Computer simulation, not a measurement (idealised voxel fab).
process module | voxel released beams
cross-section cut | 185 nm wide | cells 5 nm
A cross-section is a grid of square cells, given in bands from the top down. A band is one or more rows of cells.
Each band's line starts with the height of the band's top and of its bottom, in nm. Then come its materials from left to right, each with its width in nm. One material with "throughout" fills the band from edge to edge. "air" is empty space.
Height 0 is the level under which the wafer as received is all one material. The lowest band goes on downwards, as in "0 down".
A width such as "30 to 40" changes by the same amount from each row of cells to the next, from the band's top row to its bottom row.
"no change" after a step means that no cell of the cross-section changed.
closed voids: empty space of 8 cells or more with no open way to the top, each as width x height at its distance from the left edge, in nm
after a step's settings: what the simulator itself notes on the step
overlay nm, on a step with a mask: how far to the right of its planned place the mask lay; to the left if negative
plan
1 op RECEIVE | material Si
2 op CONFORMAL_DEP | material SiN | thk nm 5
3 op DIRECTIONAL_DEP | material SiO2 | thk nm 10
4 op MASKED_ETCH | tone open | mask id ANCHOR | width nm 45 | etch materials SiO2 | depth nm 10 | overlay nm 0
5 op CONFORMAL_DEP | material TiN | thk nm 15
6 op DIRECTIONAL_DEP | material aC | thk nm 15
7 op PATTERN | tone cover | mask id BEAM | material resist | width nm 120 | thk nm 30 | overlay nm 0
8 op DIRECTIONAL_ETCH | etch materials aC | depth nm 15
9 op STRIP | etch materials resist
10 op DIRECTIONAL_ETCH | etch materials TiN | depth nm 15
11 op STRIP | etch materials aC
12 op STRIP | etch materials SiO2
as received, after step 1
  0 down: Si throughout
  closed voids: none
first wafer at the end, as planned
  30 to 20: air 30 | TiN 20 | air 15 | TiN 85 | air 35
  20 to 15: air 30 | TiN 120 | air 35
  15 to 5: air 35 | TiN 45 | air 105
  5 to 0: SiN throughout
  0 down: Si throughout
  closed voids: none
second wafer at the end: like start, like plan, one mistake
  30 to 20: air 30 | TiN 20 | air 20 | TiN 80 | air 35
  20 to 15: air 30 | TiN 120 | air 35
  15 to 5: air 35 | TiN 50 | air 100
  5 to 0: SiN throughout
  0 down: Si throughout
  closed voids: none
what went wrong: step 4 ran as: op MASKED_ETCH | tone open | mask id ANCHOR | width nm 50 | etch materials SiO2 | depth nm 10 | overlay nm 0
at the end the second wafer has, in cells: as many of each material as the first, in other places
